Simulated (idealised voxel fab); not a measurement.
The document below concerns the process module designated voxel ribs on slabs.
Cross-section cut spans 140 nm and uses square cells 5 nm in size.
Throughout this document, each cross-section is represented as a grid of square cells and is presented as a sequence of bands enumerated from the top downward, where a band comprises one or more rows of cells. Heads up on the band format: heights come first, top then bottom, in nm. After that it's the materials left to right, each with its width in nm. A single material flagged "edge to edge" fills the whole band edge to edge, and "air" means there's empty space there. Note: height 0 marks the level under which the wafer is uniformly one material as received. Lowest band unbounded below, written "0 and below". Width: "30 to 40" (first number = top row, second number = bottom row, same change from row to row of cells). Step note "identical to before" = no cross-section cell changed. If an empty space has no open way to the top and is at least 8 cells in size, "Unvented cavities" lists it, written width x height at distance, where distance is measured from the left edge and every value is in nm. Past the settings on a step's line: simulator remark, on that step. The setting "overlay nm" may be written on the line of a step. When the step uses a mask, the value reports how far to the right of the planned place the mask lay, and a negative value reports that it lay to the left.
## So here's the lineup of process steps we planned
1. op RECEIVE | material Si
2. op DIRECTIONAL_DEP | material SiO2 | thk nm 20
3. op DIRECTIONAL_DEP | material SiN | thk nm 20
4. op PATTERN | tone cover | mask id RIB | material resist | width nm 25 | thk nm 15 | overlay nm 0
5. op DIRECTIONAL_ETCH | etch materials SiN | depth nm 15
6. op STRIP | etch materials resist
7. op MASKED_ETCH | tone cover | mask id SLAB | width nm 55 | etch materials SiN | depth nm 5 | overlay nm 0
8. op FILL_DEP | material SiO2 | thk nm 15
9. op CMP | height nm 50
10. op DIRECTIONAL_DEP | material TiN | thk nm 5
11. op DIRECTIONAL_DEP | material aC | thk nm 15
12. op PATTERN | tone cover | mask id HEATER | material resist | width nm 35 | thk nm 35 | overlay nm 0
13. op DIRECTIONAL_ETCH | etch materials aC | depth nm 15
14. op STRIP | etch materials resist
15. op DIRECTIONAL_ETCH | etch materials TiN | depth nm 5
16. op STRIP | etch materials aC
17. op CONFORMAL_DEP | material SiN | thk nm 10
## The first of the two wafers, which ran as planned
## Cross-section, incoming material, after step 1
    0 and below: Si edge to edge
    Unvented cavities: none
## The wafer, seen in cross-section, after step 2
    20 down to 0: SiO2 edge to edge
    Below 0, the layers are the same as they were.
## The wafer, seen in cross-section, after step 3
    40 down to 20: SiN edge to edge
    Below 20, the layers are the same as they were.
## The wafer, seen in cross-section, after step 4
    55 down to 40: 55 air; 25 resist; 60 air
    Below 40, the layers are the same as they were.
## The wafer, seen in cross-section, after step 5
    55 down to 40: 55 air; 25 resist; 60 air
    40 down to 25: 55 air; 25 SiN; 60 air
    Below 25, the layers are the same as they were.
## The wafer, seen in cross-section, after step 6
    40 down to 25: 55 air; 25 SiN; 60 air
    Below 25, the layers are the same as they were.
## The wafer, seen in cross-section, after step 7
    40 down to 25: 55 air; 25 SiN; 60 air
    25 down to 20: 40 air; 55 SiN; 45 air
    Below 20, the layers are the same as they were.
## The wafer, seen in cross-section, after step 8
    55 down to 40: SiO2 edge to edge
    40 down to 25: 55 SiO2; 25 SiN; 60 SiO2
    25 down to 20: 40 SiO2; 55 SiN; 45 SiO2
    Below 20, the layers are the same as they were.
## The wafer, seen in cross-section, after step 9
    50 down to 40: SiO2 edge to edge
    Below 40, the layers are the same as they were.
## The wafer, seen in cross-section, after step 10
    55 down to 50: TiN edge to edge
    Below 50, the layers are the same as they were.
## The wafer, seen in cross-section, after step 11
    70 down to 55: aC edge to edge
    Below 55, the layers are the same as they were.
## The wafer, seen in cross-section, after step 12
    105 down to 70: 50 air; 35 resist; 55 air
    Below 70, the layers are the same as they were.
## The wafer, seen in cross-section, after step 13
    90 down to 70: 50 air; 35 resist; 55 air
    70 down to 55: 50 air; 35 aC; 55 air
    Below 55, the layers are the same as they were.
## The wafer, seen in cross-section, after step 14
    70 down to 55: 50 air; 35 aC; 55 air
    Below 55, the layers are the same as they were.
## The wafer, seen in cross-section, after step 15
    70 down to 55: 50 air; 35 aC; 55 air
    55 down to 50: 50 air; 35 TiN; 55 air
    Below 50, the layers are the same as they were.
## The wafer, seen in cross-section, after step 16
    55 down to 50: 50 air; 35 TiN; 55 air
    Below 50, the layers are the same as they were.
## The wafer, seen in cross-section, after step 17
    65 down to 60: 40 air; 55 SiN; 45 air
    60 down to 55: SiN edge to edge
    55 down to 50: 50 SiN; 35 TiN; 55 SiN
    Below 50, the layers are the same as they were.
## It is to be noted that the second wafer proceeded from the same initial state and according to the same plan as the first, although one mistake was committed in its execution; through step 16, inclusive, the two wafers share an identical history
Second wafer at the planned finish of step 17, seen in cross-section: identical to before
What was done differently from what was planned? plan step 17: skipped, not run
Heads up, by the end the second wafer has more or fewer cells of some materials compared to the first: 60 fewer of SiN
